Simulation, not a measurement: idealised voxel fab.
Documented hereafter: the process module known as voxel wiring stack.
Cross-section cut spans 235 nm and uses square cells 5 nm in size.
The cross-sections in this document take the form of a grid made of square cells. They are written out as bands, in order from top to bottom. Each band consists of one or more rows of cells. Basically the band line says how high the top is and how high the bottom is, in nm, and then what's in it from left to right, every material with its width in nm. Empty space shows up as "air", and if a single material carries "edge to edge" it runs the full band edge to edge. Counting heights begins at 0, where everything beneath is, in the wafer as received, one material. The lowest band has no bottom; it goes on downwards, as "0 down" shows. You'd read "30->40" like this: the band's top row of cells is as wide as the first number, its bottom row is as wide as the second, and going down, every row changes width by the same amount as the row before did. Where a step carries "stayed the same", the cross-section came out of it unchanged, cell for cell. "Closed empty spaces" means: voids of 8 cells or more that are shut off from the top with no open way through. Written width x height at distance, distance from the left edge, in nm. On each step's line, the part that comes after the settings is the simulator's own comment on the step. Among the settings permitted on a step's line is "overlay nm"; applied to a step with a mask, it specifies the extent to which the mask lay to the right of its planned position, whereas a negative figure signifies a position to the left.
[The steps planned for the process are as follows]
1: RECEIVE: material Si
2: CONFORMAL_DEP: material SiO2, thk nm 10
3: CONFORMAL_DEP: material SiCN, thk nm 5
4: DIRECTIONAL_DEP: material lowk, thk nm 20
5: DIRECTIONAL_DEP: material aC, thk nm 10
6: PATTERN: tone open, mask id METAL_1, material resist, width nm 20, pitch nm 40, thk nm 30, overlay nm 0
7: DIRECTIONAL_ETCH: etch materials aC, depth nm 10
8: STRIP: etch materials resist
9: DIRECTIONAL_ETCH: etch materials lowk, depth nm 20
10: DIRECTIONAL_ETCH: etch materials SiCN, depth nm 5
11: STRIP: etch materials aC
12: CONFORMAL_DEP: material TiN, thk nm 5
13: FILL_DEP: material Cu, thk nm 5
14: CMP: height nm 35
15: CONFORMAL_DEP: material SiCN, thk nm 5
16: DIRECTIONAL_DEP: material lowk, thk nm 30
17: MASKED_ETCH: tone open, mask id METAL_2_HOLES, width nm 15, pitch nm 40, etch materials lowk, depth nm 30, overlay nm 0
18: MASKED_ETCH: tone open, mask id METAL_2, width nm 20, pitch nm 40, etch materials lowk, depth nm 20, overlay nm 0
19: MASKED_ETCH: tone open, mask id METAL_2, width nm 20, pitch nm 40, etch materials SiCN, depth nm 5, overlay nm 0
20: CONFORMAL_DEP: material TiN, thk nm 5
21: FILL_DEP: material Ru, thk nm 10
22: CMP: height nm 70
23: CONFORMAL_DEP: material SiCN, thk nm 5
[Wafer at receipt (post step 1), cross-section]
	0 down = Si edge to edge
	Closed empty spaces: none
[End-of-module cross-section. Starting structure and process plan as above; one mistake made in running it]
	75 to 70 = SiCN edge to edge
	70 to 55 = 85 nm lowk  5 nm TiN  10 nm Ru  5 nm TiN  20 nm lowk  5 nm TiN  10 nm Ru  5 nm TiN  90 nm lowk
	55 to 50 = 85 nm lowk  5 nm TiN  5 nm Ru  10 nm TiN  20 nm lowk  5 nm TiN  5 nm Ru  10 nm TiN  90 nm lowk
	50 to 40 = 85 nm lowk  5 nm TiN  5 nm Ru  5 nm TiN  25 nm lowk  5 nm TiN  5 nm Ru  5 nm TiN  95 nm lowk
	40 to 35 = 85 nm SiCN  15 nm TiN  25 nm SiCN  15 nm TiN  95 nm SiCN
	35 to 15 = 80 nm Cu  5 nm TiN  20 nm lowk  5 nm TiN  10 nm Cu  5 nm TiN  20 nm lowk  5 nm TiN  85 nm Cu
	15 to 10 = 85 nm TiN  20 nm SiCN  20 nm TiN  20 nm SiCN  90 nm TiN
	10 to 0 = SiO2 edge to edge
	0 down = Si edge to edge
	Closed empty spaces: none
What went wrong in running the wafer? step 6 off recipe, ran as PATTERN: tone cover, mask id METAL_1, material resist, width nm 20, pitch nm 40, thk nm 30, overlay nm 0
